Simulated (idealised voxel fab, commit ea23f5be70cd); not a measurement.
The following process module bears the name voxel transistor to metal.
Shown is cross-section cut, with a width of 160 nm and square cells of size 5 nm.
Bands, listed from the top down, are how a cross-section gets written in this document; the cross-section itself is a grid of square cells, and a band is one or more rows of them. Band: top height; bottom height; in nm. Then, left to right: material with width in nm, for each material. "everywhere": a single material spanning edge to edge. "empty": empty space. Height datum 0, below which the as-received substrate wafer is one material. Lowest band open at the bottom, running downward: "top 0, no bottom". Width: "30..40" (first number = top row, second number = bottom row, same change from row to row of cells). "all unchanged" for a step: no cell of the cross-section changed in that step. Closed-off voids of 8+ cells (no open route to the top) go in "Closed void list", written width x height at distance from the left edge, in nm. Note: text after step settings on the step line = simulator remark on that step. When a step includes a mask, the "overlay nm" setting on its line states how far to the right of its planned place that mask lay, and negative values state how far to the left.

This section lists the process steps that were planned
1 op RECEIVE | material Si
2 op OXIDIZE | depth nm 5
3 op CONFORMAL_DEP | material SiN | thk nm 10
4 op MASKED_ETCH | tone cover | mask id ACTIVE | width nm 100 | etch materials SiN | depth nm 10 | overlay nm 0
5 op MASKED_ETCH | tone cover | mask id ACTIVE | width nm 100 | etch materials SiO2 | depth nm 5 | overlay nm 0
6 op MASKED_ETCH | tone cover | mask id ACTIVE | width nm 100 | etch materials Si | depth nm 25 | overlay nm 0
7 op OXIDIZE | depth nm 5
8 op FILL_DEP | material SiO2 | thk nm 15
9 op CMP | height nm 10
10 op SELECTIVE_ETCH | etch materials SiO2 | depth nm 5
11 op STRIP | etch materials SiN
12 op SELECTIVE_ETCH | etch materials SiO2 | depth nm 5
13 op OXIDIZE | depth nm 5
14 op DIRECTIONAL_DEP | material polySi | thk nm 30
15 op DIRECTIONAL_DEP | material SiCN | thk nm 10
16 op MASKED_ETCH | tone cover | mask id GATE | width nm 20 | etch materials SiCN | depth nm 20 | overlay nm 0
17 op MASKED_ETCH | tone cover | mask id GATE | width nm 20 | etch materials polySi | depth nm 40 | overlay nm 0
18 op CONFORMAL_DEP | material SiN | thk nm 5
19 op DIRECTIONAL_ETCH | etch materials SiN | depth nm 5
20 op DIRECTIONAL_ETCH | etch materials SiO2 | depth nm 5
21 op EPI | material pSi | thk nm 5
22 op FILL_DEP | material SiO2 | thk nm 10
23 op CMP | height nm 35
24 op DIRECTIONAL_DEP | material SiO2 | thk nm 15
25 op MASKED_ETCH | tone open | mask id CONTACT | width nm 15 | pitch nm 75 | etch materials SiO2 | depth nm 55 | overlay nm 0
26 op CONFORMAL_DEP | material TiN | thk nm 5
27 op FILL_DEP | material Ru | thk nm 5
28 op CMP | height nm 50
29 op CONFORMAL_DEP | material SiCN | thk nm 5
30 op DIRECTIONAL_DEP | material SiO2 | thk nm 25
31 op PATTERN | tone open | mask id METAL_1 | material resist | width nm 15 | pitch nm 75 | thk nm 15 | overlay nm 0
32 op DIRECTIONAL_ETCH | etch materials SiO2 | depth nm 25
33 op DIRECTIONAL_ETCH | etch materials SiCN | depth nm 5
34 op STRIP | etch materials resist
35 op CONFORMAL_DEP | material TiN | thk nm 5
36 op FILL_DEP | material Ru | thk nm 5
37 op CMP | height nm 80
38 op EPI | material Ru | thk nm 5
39 op FILL_DEP | material SiCN | thk nm 5

Wafer, first of two, run as planned

Shown in cross-section is the wafer as received, that is, as it stands after step 1
* top 0, no bottom  Si everywhere
* Closed void list: none

Cross-section of the wafer after step 2
* top 0, bottom -5  SiO2 everywhere
* Whatever lies below -5 is exactly as it was before.

Cross-section of the wafer after step 3
* top 10, bottom 0  SiN everywhere
* Whatever lies below 0 is exactly as it was before.

Cross-section of the wafer after step 4
* top 10, bottom 0  empty: 30, then SiN: 100, then empty: 30
* Whatever lies below 0 is exactly as it was before.

Cross-section of the wafer after step 5
* top 10, bottom 0  empty: 30, then SiN: 100, then empty: 30
* top 0, bottom -5  empty: 30, then SiO2: 100, then empty: 30
* Whatever lies below -5 is exactly as it was before.

Cross-section of the wafer after step 6
* top 10, bottom 0  empty: 30, then SiN: 100, then empty: 30
* top 0, bottom -5  empty: 30, then SiO2: 100, then empty: 30
* top -5, bottom -30  empty: 30, then Si: 100, then empty: 30
* Whatever lies below -30 is exactly as it was before.

Cross-section of the wafer after step 7
* top 10, bottom 0  empty: 30, then SiN: 100, then empty: 30
* top 0, bottom -5  empty: 30, then SiO2: 100, then empty: 30
* top -5, bottom -30  empty: 30, then SiO2: 5, then Si: 90, then SiO2: 5, then empty: 30
* top -30, bottom -35  SiO2: 35, then Si: 90, then SiO2: 35
* Whatever lies below -35 is exactly as it was before.

Cross-section of the wafer after step 8
* top 25, bottom 10  SiO2 everywhere
* top 10, bottom 0  SiO2: 30, then SiN: 100, then SiO2: 30
* top 0, bottom -5  SiO2 everywhere
* top -5, bottom -35  SiO2: 35, then Si: 90, then SiO2: 35
* Whatever lies below -35 is exactly as it was before.

Cross-section of the wafer after step 9
* top 10, bottom 0  SiO2: 30, then SiN: 100, then SiO2: 30
* Whatever lies below 0 is exactly as it was before.

Cross-section of the wafer after step 10
* top 10, bottom 5  empty: 30, then SiN: 100, then empty: 30
* Whatever lies below 5 is exactly as it was before.

Cross-section of the wafer after step 11
* top 5, bottom 0  SiO2: 30, then empty: 100, then SiO2: 30
* Whatever lies below 0 is exactly as it was before.

Cross-section of the wafer after step 12
* top 0, bottom -5  SiO2: 25, then empty: 110, then SiO2: 25
* Whatever lies below -5 is exactly as it was before.

Cross-section of the wafer after step 13
* top 0, bottom -5  SiO2: 25, then empty: 110, then SiO2: 25
* top -5, bottom -10  SiO2 everywhere
* Whatever lies below -10 is exactly as it was before.

Cross-section of the wafer after step 14
* top 30, bottom 25  polySi: 25, then empty: 110, then polySi: 25
* top 25, bottom 0  polySi everywhere
* top 0, bottom -5  SiO2: 25, then polySi: 110, then SiO2: 25
* Whatever lies below -5 is exactly as it was before.

Cross-section of the wafer after step 15
* top 40, bottom 35  SiCN: 25, then empty: 110, then SiCN: 25
* top 35, bottom 30  SiCN everywhere
* top 30, bottom 25  polySi: 25, then SiCN: 110, then polySi: 25
* Whatever lies below 25 is exactly as it was before.

Cross-section of the wafer after step 16
* top 35, bottom 30  empty: 70, then SiCN: 20, then empty: 70
* top 30, bottom 25  polySi: 25, then empty: 45, then SiCN: 20, then empty: 45, then polySi: 25
* Whatever lies below 25 is exactly as it was before.

Cross-section of the wafer after step 17
* top 35, bottom 25  empty: 70, then SiCN: 20, then empty: 70
* top 25, bottom 0  empty: 70, then polySi: 20, then empty: 70
* top 0, bottom -5  SiO2: 25, then empty: 45, then polySi: 20, then empty: 45, then SiO2: 25
* Whatever lies below -5 is exactly as it was before.

Cross-section of the wafer after step 18
* top 40, bottom 35  empty: 65, then SiN: 30, then empty: 65
* top 35, bottom 25  empty: 65, then SiN: 5, then SiCN: 20, then SiN: 5, then empty: 65
* top 25, bottom 5  empty: 65, then SiN: 5, then polySi: 20, then SiN: 5, then empty: 65
* top 5, bottom 0  SiN: 30, then empty: 35, then SiN: 5, then polySi: 20, then SiN: 5, then empty: 35, then SiN: 30
* top 0, bottom -5  SiO2: 25, then SiN: 45, then polySi: 20, then SiN: 45, then SiO2: 25
* Whatever lies below -5 is exactly as it was before.

Cross-section of the wafer after step 19
* top 35, bottom 25  empty: 65, then SiN: 5, then SiCN: 20, then SiN: 5, then empty: 65
* top 25, bottom 0  empty: 65, then SiN: 5, then polySi: 20, then SiN: 5, then empty: 65
* top 0, bottom -5  SiO2: 25, then SiN: 5, then empty: 35, then SiN: 5, then polySi: 20, then SiN: 5, then empty: 35, then SiN: 5, then SiO2: 25
* Whatever lies below -5 is exactly as it was before.

Cross-section of the wafer after step 20
* top 35, bottom 25  empty: 65, then SiN: 5, then SiCN: 20, then SiN: 5, then empty: 65
* top 25, bottom 0  empty: 65, then SiN: 5, then polySi: 20, then SiN: 5, then empty: 65
* top 0, bottom -5  empty: 25, then SiN: 5, then empty: 35, then SiN: 5, then polySi: 20, then SiN: 5, then empty: 35, then SiN: 5, then empty: 25
* top -5, bottom -10  SiO2: 30, then empty: 35, then SiO2: 30, then empty: 35, then SiO2: 30
* Whatever lies below -10 is exactly as it was before.

Cross-section of the wafer after step 21
* top 35, bottom 25  empty: 65, then SiN: 5, then SiCN: 20, then SiN: 5, then empty: 65
* top 25, bottom 0  empty: 65, then SiN: 5, then polySi: 20, then SiN: 5, then empty: 65
* top 0, bottom -5  empty: 25, then SiN: 5, then empty: 35, then SiN: 5, then polySi: 20, then SiN: 5, then empty: 35, then SiN: 5, then empty: 25
* top -5, bottom -10  SiO2: 30, then pSi: 35, then SiO2: 30, then pSi: 35, then SiO2: 30
* Whatever lies below -10 is exactly as it was before.

Cross-section of the wafer after step 22
* top 45, bottom 35  SiO2 everywhere
* top 35, bottom 25  SiO2: 65, then SiN: 5, then SiCN: 20, then SiN: 5, then SiO2: 65
* top 25, bottom 0  SiO2: 65, then SiN: 5, then polySi: 20, then SiN: 5, then SiO2: 65
* top 0, bottom -5  SiO2: 25, then SiN: 5, then SiO2: 35, then SiN: 5, then polySi: 20, then SiN: 5, then SiO2: 35, then SiN: 5, then SiO2: 25
* Whatever lies below -5 is exactly as it was before.

Cross-section of the wafer after step 23
* top 35, bottom 25  SiO2: 65, then SiN: 5, then SiCN: 20, then SiN: 5, then SiO2: 65
* Whatever lies below 25 is exactly as it was before.

Cross-section of the wafer after step 24
* top 50, bottom 35  SiO2 everywhere
* Whatever lies below 35 is exactly as it was before.

Cross-section of the wafer after step 25
* top 50, bottom 35  SiO2: 35, then empty: 15, then SiO2: 60, then empty: 15, then SiO2: 35
* top 35, bottom 25  SiO2: 35, then empty: 15, then SiO2: 15, then SiN: 5, then SiCN: 20, then SiN: 5, then SiO2: 15, then empty: 15, then SiO2: 35
* top 25, bottom 0  SiO2: 35, then empty: 15, then SiO2: 15, then SiN: 5, then polySi: 20, then SiN: 5, then SiO2: 15, then empty: 15, then SiO2: 35
* top 0, bottom -5  SiO2: 25, then SiN: 5, then SiO2: 5, then empty: 15, then SiO2: 15, then SiN: 5, then polySi: 20, then SiN: 5, then SiO2: 15, then empty: 15, then SiO2: 5, then SiN: 5, then SiO2: 25
* Whatever lies below -5 is exactly as it was before.

Cross-section of the wafer after step 26
* top 55, bottom 50  TiN: 40, then empty: 5, then TiN: 70, then empty: 5, then TiN: 40
* top 50, bottom 35  SiO2: 35, then TiN: 5, then empty: 5, then TiN: 5, then SiO2: 60, then TiN: 5, then empty: 5, then TiN: 5, then SiO2: 35
* top 35, bottom 25  SiO2: 35, then TiN: 5, then empty: 5, then TiN: 5, then SiO2: 15, then SiN: 5, then SiCN: 20, then SiN: 5, then SiO2: 15, then TiN: 5, then empty: 5, then TiN: 5, then SiO2: 35
* top 25, bottom 0  SiO2: 35, then TiN: 5, then empty: 5, then TiN: 5, then SiO2: 15, then SiN: 5, then polySi: 20, then SiN: 5, then SiO2: 15, then TiN: 5, then empty: 5, then TiN: 5, then SiO2: 35
* top 0, bottom -5  SiO2: 25, then SiN: 5, then SiO2: 5, then TiN: 15, then SiO2: 15, then SiN: 5, then polySi: 20, then SiN: 5, then SiO2: 15, then TiN: 15, then SiO2: 5, then SiN: 5, then SiO2: 25
* Whatever lies below -5 is exactly as it was before.

Cross-section of the wafer after step 27
* top 60, bottom 55  Ru everywhere
* top 55, bottom 50  TiN: 40, then Ru: 5, then TiN: 70, then Ru: 5, then TiN: 40
* top 50, bottom 35  SiO2: 35, then TiN: 5, then Ru: 5, then TiN: 5, then SiO2: 60, then TiN: 5, then Ru: 5, then TiN: 5, then SiO2: 35
* top 35, bottom 25  SiO2: 35, then TiN: 5, then Ru: 5, then TiN: 5, then SiO2: 15, then SiN: 5, then SiCN: 20, then SiN: 5, then SiO2: 15, then TiN: 5, then Ru: 5, then TiN: 5, then SiO2: 35
* top 25, bottom 0  SiO2: 35, then TiN: 5, then Ru: 5, then TiN: 5, then SiO2: 15, then SiN: 5, then polySi: 20, then SiN: 5, then SiO2: 15, then TiN: 5, then Ru: 5, then TiN: 5, then SiO2: 35
* Whatever lies below 0 is exactly as it was before.

Cross-section of the wafer after step 28
* top 50, bottom 35  SiO2: 35, then TiN: 5, then Ru: 5, then TiN: 5, then SiO2: 60, then TiN: 5, then Ru: 5, then TiN: 5, then SiO2: 35
* Whatever lies below 35 is exactly as it was before.

Cross-section of the wafer after step 29
* top 55, bottom 50  SiCN everywhere
* Whatever lies below 50 is exactly as it was before.

Cross-section of the wafer after step 30
* top 80, bottom 55  SiO2 everywhere
* Whatever lies below 55 is exactly as it was before.

Cross-section of the wafer after step 31
* top 95, bottom 80  resist: 35, then empty: 15, then resist: 60, then empty: 15, then resist: 35
* Whatever lies below 80 is exactly as it was before.

Cross-section of the wafer after step 32
* top 95, bottom 80  resist: 35, then empty: 15, then resist: 60, then empty: 15, then resist: 35
* top 80, bottom 55  SiO2: 35, then empty: 15, then SiO2: 60, then empty: 15, then SiO2: 35
* Whatever lies below 55 is exactly as it was before.

Cross-section of the wafer after step 33
* top 95, bottom 80  resist: 35, then empty: 15, then resist: 60, then empty: 15, then resist: 35
* top 80, bottom 55  SiO2: 35, then empty: 15, then SiO2: 60, then empty: 15, then SiO2: 35
* top 55, bottom 50  SiCN: 35, then empty: 15, then SiCN: 60, then empty: 15, then SiCN: 35
* Whatever lies below 50 is exactly as it was before.

Cross-section of the wafer after step 34
* top 80, bottom 55  SiO2: 35, then empty: 15, then SiO2: 60, then empty: 15, then SiO2: 35
* Whatever lies below 55 is exactly as it was before.

Cross-section of the wafer after step 35
* top 85, bottom 80  TiN: 40, then empty: 5, then TiN: 70, then empty: 5, then TiN: 40
* top 80, bottom 55  SiO2: 35, then TiN: 5, then empty: 5, then TiN: 5, then SiO2: 60, then TiN: 5, then empty: 5, then TiN: 5, then SiO2: 35
* top 55, bottom 50  SiCN: 35, then TiN: 15, then SiCN: 60, then TiN: 15, then SiCN: 35
* Whatever lies below 50 is exactly as it was before.

Cross-section of the wafer after step 36
* top 90, bottom 85  Ru everywhere
* top 85, bottom 80  TiN: 40, then Ru: 5, then TiN: 70, then Ru: 5, then TiN: 40
* top 80, bottom 55  SiO2: 35, then TiN: 5, then Ru: 5, then TiN: 5, then SiO2: 60, then TiN: 5, then Ru: 5, then TiN: 5, then SiO2: 35
* Whatever lies below 55 is exactly as it was before.

Cross-section of the wafer after step 37
* top 80, bottom 55  SiO2: 35, then TiN: 5, then Ru: 5, then TiN: 5, then SiO2: 60, then TiN: 5, then Ru: 5, then TiN: 5, then SiO2: 35
* Whatever lies below 55 is exactly as it was before.

Cross-section of the wafer after step 38
* top 85, bottom 80  empty: 30, then Ru: 25, then empty: 50, then Ru: 25, then empty: 30
* Whatever lies below 80 is exactly as it was before.

Cross-section of the wafer after step 39
* top 90, bottom 85  SiCN everywhere
* top 85, bottom 80  SiCN: 30, then Ru: 25, then SiCN: 50, then Ru: 25, then SiCN: 30
* Whatever lies below 80 is exactly as it was before.

Now the other wafer: same start, same recipe, but we messed up one thing when running it. Up to and including step 19 it's the same as the first one

Cross-sectional view of the second wafer at the intended end time of process step 20
* top 35, bottom 30  empty: 70, then SiCN: 20, then empty: 70
* top 30, bottom 25  empty: 65, then SiN: 5, then SiCN: 20, then SiN: 5, then empty: 65
* top 25, bottom 0  empty: 65, then SiN: 5, then polySi: 20, then SiN: 5, then empty: 65
* top 0, bottom -5  SiO2: 25, then empty: 40, then SiN: 5, then polySi: 20, then SiN: 5, then empty: 40, then SiO2: 25
* Whatever lies below -5 is exactly as it was before.

Cross-sectional view of the second wafer at the intended end time of process step 21: all unchanged

Cross-sectional view of the second wafer at the intended end time of process step 22
* top 45, bottom 35  SiO2 everywhere
* top 35, bottom 30  SiO2: 70, then SiCN: 20, then SiO2: 70
* top 30, bottom 25  SiO2: 65, then SiN: 5, then SiCN: 20, then SiN: 5, then SiO2: 65
* top 25, bottom -5  SiO2: 65, then SiN: 5, then polySi: 20, then SiN: 5, then SiO2: 65
* Whatever lies below -5 is exactly as it was before.

Cross-sectional view of the second wafer at the intended end time of process step 23
* top 35, bottom 30  SiO2: 70, then SiCN: 20, then SiO2: 70
* Whatever lies below 30 is exactly as it was before.

Cross-sectional view of the second wafer at the intended end time of process step 24
* top 50, bottom 35  SiO2 everywhere
* Whatever lies below 35 is exactly as it was before.

Cross-sectional view of the second wafer at the intended end time of process step 25
* top 50, bottom 35  SiO2: 35, then empty: 15, then SiO2: 60, then empty: 15, then SiO2: 35
* top 35, bottom 30  SiO2: 35, then empty: 15, then SiO2: 20, then SiCN: 20, then SiO2: 20, then empty: 15, then SiO2: 35
* top 30, bottom 25  SiO2: 35, then empty: 15, then SiO2: 15, then SiN: 5, then SiCN: 20, then SiN: 5, then SiO2: 15, then empty: 15, then SiO2: 35
* top 25, bottom -5  SiO2: 35, then empty: 15, then SiO2: 15, then SiN: 5, then polySi: 20, then SiN: 5, then SiO2: 15, then empty: 15, then SiO2: 35
* Whatever lies below -5 is exactly as it was before.

Cross-sectional view of the second wafer at the intended end time of process step 26
* top 55, bottom 50  TiN: 40, then empty: 5, then TiN: 70, then empty: 5, then TiN: 40
* top 50, bottom 35  SiO2: 35, then TiN: 5, then empty: 5, then TiN: 5, then SiO2: 60, then TiN: 5, then empty: 5, then TiN: 5, then SiO2: 35
* top 35, bottom 30  SiO2: 35, then TiN: 5, then empty: 5, then TiN: 5, then SiO2: 20, then SiCN: 20, then SiO2: 20, then TiN: 5, then empty: 5, then TiN: 5, then SiO2: 35
* top 30, bottom 25  SiO2: 35, then TiN: 5, then empty: 5, then TiN: 5, then SiO2: 15, then SiN: 5, then SiCN: 20, then SiN: 5, then SiO2: 15, then TiN: 5, then empty: 5, then TiN: 5, then SiO2: 35
* top 25, bottom 0  SiO2: 35, then TiN: 5, then empty: 5, then TiN: 5, then SiO2: 15, then SiN: 5, then polySi: 20, then SiN: 5, then SiO2: 15, then TiN: 5, then empty: 5, then TiN: 5, then SiO2: 35
* top 0, bottom -5  SiO2: 35, then TiN: 15, then SiO2: 15, then SiN: 5, then polySi: 20, then SiN: 5, then SiO2: 15, then TiN: 15, then SiO2: 35
* Whatever lies below -5 is exactly as it was before.

Cross-sectional view of the second wafer at the intended end time of process step 27
* top 60, bottom 55  Ru everywhere
* top 55, bottom 50  TiN: 40, then Ru: 5, then TiN: 70, then Ru: 5, then TiN: 40
* top 50, bottom 35  SiO2: 35, then TiN: 5, then Ru: 5, then TiN: 5, then SiO2: 60, then TiN: 5, then Ru: 5, then TiN: 5, then SiO2: 35
* top 35, bottom 30  SiO2: 35, then TiN: 5, then Ru: 5, then TiN: 5, then SiO2: 20, then SiCN: 20, then SiO2: 20, then TiN: 5, then Ru: 5, then TiN: 5, then SiO2: 35
* top 30, bottom 25  SiO2: 35, then TiN: 5, then Ru: 5, then TiN: 5, then SiO2: 15, then SiN: 5, then SiCN: 20, then SiN: 5, then SiO2: 15, then TiN: 5, then Ru: 5, then TiN: 5, then SiO2: 35
* top 25, bottom 0  SiO2: 35, then TiN: 5, then Ru: 5, then TiN: 5, then SiO2: 15, then SiN: 5, then polySi: 20, then SiN: 5, then SiO2: 15, then TiN: 5, then Ru: 5, then TiN: 5, then SiO2: 35
* Whatever lies below 0 is exactly as it was before.

Cross-sectional view of the second wafer at the intended end time of process step 28
* top 50, bottom 35  SiO2: 35, then TiN: 5, then Ru: 5, then TiN: 5, then SiO2: 60, then TiN: 5, then Ru: 5, then TiN: 5, then SiO2: 35
* Whatever lies below 35 is exactly as it was before.

Cross-sectional view of the second wafer at the intended end time of process step 29
* top 55, bottom 50  SiCN everywhere
* Whatever lies below 50 is exactly as it was before.

Cross-sectional view of the second wafer at the intended end time of process step 30
* top 80, bottom 55  SiO2 everywhere
* Whatever lies below 55 is exactly as it was before.

Cross-sectional view of the second wafer at the intended end time of process step 31
* top 95, bottom 80  resist: 35, then empty: 15, then resist: 60, then empty: 15, then resist: 35
* Whatever lies below 80 is exactly as it was before.

Cross-sectional view of the second wafer at the intended end time of process step 32
* top 95, bottom 80  resist: 35, then empty: 15, then resist: 60, then empty: 15, then resist: 35
* top 80, bottom 55  SiO2: 35, then empty: 15, then SiO2: 60, then empty: 15, then SiO2: 35
* Whatever lies below 55 is exactly as it was before.

Cross-sectional view of the second wafer at the intended end time of process step 33
* top 95, bottom 80  resist: 35, then empty: 15, then resist: 60, then empty: 15, then resist: 35
* top 80, bottom 55  SiO2: 35, then empty: 15, then SiO2: 60, then empty: 15, then SiO2: 35
* top 55, bottom 50  SiCN: 35, then empty: 15, then SiCN: 60, then empty: 15, then SiCN: 35
* Whatever lies below 50 is exactly as it was before.

Cross-sectional view of the second wafer at the intended end time of process step 34
* top 80, bottom 55  SiO2: 35, then empty: 15, then SiO2: 60, then empty: 15, then SiO2: 35
* Whatever lies below 55 is exactly as it was before.

Cross-sectional view of the second wafer at the intended end time of process step 35
* top 85, bottom 80  TiN: 40, then empty: 5, then TiN: 70, then empty: 5, then TiN: 40
* top 80, bottom 55  SiO2: 35, then TiN: 5, then empty: 5, then TiN: 5, then SiO2: 60, then TiN: 5, then empty: 5, then TiN: 5, then SiO2: 35
* top 55, bottom 50  SiCN: 35, then TiN: 15, then SiCN: 60, then TiN: 15, then SiCN: 35
* Whatever lies below 50 is exactly as it was before.

Cross-sectional view of the second wafer at the intended end time of process step 36
* top 90, bottom 85  Ru everywhere
* top 85, bottom 80  TiN: 40, then Ru: 5, then TiN: 70, then Ru: 5, then TiN: 40
* top 80, bottom 55  SiO2: 35, then TiN: 5, then Ru: 5, then TiN: 5, then SiO2: 60, then TiN: 5, then Ru: 5, then TiN: 5, then SiO2: 35
* Whatever lies below 55 is exactly as it was before.

Cross-sectional view of the second wafer at the intended end time of process step 37
* top 80, bottom 55  SiO2: 35, then TiN: 5, then Ru: 5, then TiN: 5, then SiO2: 60, then TiN: 5, then Ru: 5, then TiN: 5, then SiO2: 35
* Whatever lies below 55 is exactly as it was before.

Cross-sectional view of the second wafer at the intended end time of process step 38
* top 85, bottom 80  empty: 30, then Ru: 25, then empty: 50, then Ru: 25, then empty: 30
* Whatever lies below 80 is exactly as it was before.

Cross-sectional view of the second wafer at the intended end time of process step 39
* top 90, bottom 85  SiCN everywhere
* top 85, bottom 80  SiCN: 30, then Ru: 25, then SiCN: 50, then Ru: 25, then SiCN: 30
* Whatever lies below 80 is exactly as it was before.
Which mistake was made when the wafer was run? in deviation from the planned setting, step 20 was conducted as op DIRECTIONAL_ETCH | etch materials SiN | depth nm 5
The final cell counts differ between the wafers, with the second having more or fewer of some materials than the first: -4 SiN; +18 SiO2; -14 pSi
